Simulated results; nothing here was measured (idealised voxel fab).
process module | voxel transistor to metal
cross-section cut | 200 nm wide | cells 5 nm
A cross-section is a grid of square cells, given in bands from the top down. A band is one or more rows of cells.
Each band's line starts with the height of the band's top and of its bottom, in nm. Then come its materials from left to right, each with its width in nm. One material with "throughout" fills the band from edge to edge. "air" is empty space.
Height 0 is the level under which the wafer as received is all one material. The lowest band goes on downwards, as in "0 down".
A width such as "30 to 40" changes by the same amount from each row of cells to the next, from the band's top row to its bottom row.
"no change" after a step means that no cell of the cross-section changed.
closed voids: empty space of 8 cells or more with no open way to the top, each as width x height at its distance from the left edge, in nm
after a step's settings: what the simulator itself notes on the step
overlay nm, on a step with a mask: how far to the right of its planned place the mask lay; to the left if negative
plan
1 op RECEIVE | material Si
2 op CONFORMAL_DEP | material SiO2 | thk nm 5
3 op CONFORMAL_DEP | material SiN | thk nm 10
4 op MASKED_ETCH | tone cover | mask id ACTIVE | width nm 135 | etch materials SiN | depth nm 10 | overlay nm 0
5 op MASKED_ETCH | tone cover | mask id ACTIVE | width nm 135 | etch materials SiO2 | depth nm 5 | overlay nm 0
6 op MASKED_ETCH | tone cover | mask id ACTIVE | width nm 135 | etch materials Si | depth nm 35 | overlay nm 0
7 op OXIDIZE | depth nm 5
8 op FILL_DEP | material SiO2 | thk nm 10
9 op CMP | height nm 15
10 op SELECTIVE_ETCH | etch materials SiO2 | depth nm 5
11 op STRIP | etch materials SiN
12 op SELECTIVE_ETCH | etch materials SiO2 | depth nm 5
13 op OXIDIZE | depth nm 5
14 op DIRECTIONAL_DEP | material polySi | thk nm 30
15 op DIRECTIONAL_DEP | material SiCN | thk nm 15
16 op DIRECTIONAL_DEP | material aC | thk nm 15
17 op PATTERN | tone cover | mask id GATE | material resist | width nm 35 | thk nm 35 | overlay nm 0
18 op DIRECTIONAL_ETCH | etch materials aC | depth nm 15
19 op STRIP | etch materials resist
20 op DIRECTIONAL_ETCH | etch materials SiCN | depth nm 25
21 op DIRECTIONAL_ETCH | etch materials polySi | depth nm 40
22 op STRIP | etch materials aC
23 op CONFORMAL_DEP | material SiO2 | thk nm 5
24 op DIRECTIONAL_ETCH | etch materials SiO2 | depth nm 5
25 op CONFORMAL_DEP | material SiN | thk nm 10
26 op DIRECTIONAL_ETCH | etch materials SiN | depth nm 10
27 op DIRECTIONAL_ETCH | etch materials SiO2 | depth nm 5
28 op DIRECTIONAL_ETCH | etch materials Si | depth nm 5
29 op EPI | material pSi | thk nm 5
30 op FILL_DEP | material SiO2 | thk nm 5
31 op CMP | height nm 30
32 op STRIP | etch materials polySi
33 op SELECTIVE_ETCH | etch materials SiO2 | depth nm 5
34 op CONFORMAL_DEP | material HfO2 | thk nm 5
35 op CONFORMAL_DEP | material TiN | thk nm 5
36 op FILL_DEP | material W | thk nm 5
37 op CMP | height nm 25
38 op DIRECTIONAL_DEP | material SiO2 | thk nm 10
39 op PATTERN | tone open | mask id CONTACT | material resist | width nm 20 | pitch nm 95 | thk nm 15 | overlay nm 0
40 op DIRECTIONAL_ETCH | etch materials SiO2 | depth nm 40
41 op STRIP | etch materials resist
42 op CONFORMAL_DEP | material TiN | thk nm 5
43 op FILL_DEP | material W | thk nm 10
44 op CMP | height nm 35
45 op DIRECTIONAL_DEP | material TiN | thk nm 5
46 op DIRECTIONAL_DEP | material Ru | thk nm 15
47 op MASKED_ETCH | tone cover | mask id METAL_1 | width nm 20 | pitch nm 95 | etch materials Ru | depth nm 15 | overlay nm 0
48 op MASKED_ETCH | tone cover | mask id METAL_1 | width nm 20 | pitch nm 95 | etch materials TiN | depth nm 5 | overlay nm 0
49 op CONFORMAL_DEP | material SiN | thk nm 5
50 op FILL_DEP | material lowk | thk nm 5
51 op CMP | height nm 55
52 op CONFORMAL_DEP | material SiCN | thk nm 5
as received, after step 1
  0 down: Si throughout
  closed voids: none
a wafer at the end: this start, this plan, one mistake
  60 to 55: SiCN throughout
  55 to 40: lowk 35 | SiN 5 | Ru 20 | SiN 5 | lowk 65 | SiN 5 | Ru 20 | SiN 5 | lowk 40
  40 to 35: SiN 40 | TiN 20 | SiN 75 | TiN 20 | SiN 45
  35 to 30: SiO2 40 | TiN 5 | W 10 | TiN 5 | SiO2 75 | TiN 5 | W 10 | TiN 5 | SiO2 45
  30 to 25: SiO2 40 | TiN 20 | SiO2 75 | TiN 20 | SiO2 45
  25 to 5: TiN 65 | SiN 10 | HfO2 5 | TiN 5 | W 25 | TiN 5 | HfO2 5 | SiN 10 | TiN 70
  5 to 0: TiN 30 | SiN 10 | TiN 25 | SiN 10 | HfO2 5 | TiN 35 | HfO2 5 | SiN 10 | TiN 25 | SiN 10 | TiN 35
  0 to -5: SiO2 40 | pSi 5 | TiN 15 | pSi 5 | SiO2 10 | HfO2 45 | SiO2 10 | pSi 5 | TiN 15 | pSi 5 | SiO2 45
  -5 to -10: SiO2 35 | Si 5 | pSi 25 | Si 65 | pSi 25 | Si 5 | SiO2 40
  -10 to -40: SiO2 35 | Si 125 | SiO2 40
  -40 down: Si throughout
  closed voids: none
what went wrong: step 30 ran as: op FILL_DEP | material TiN | thk nm 5
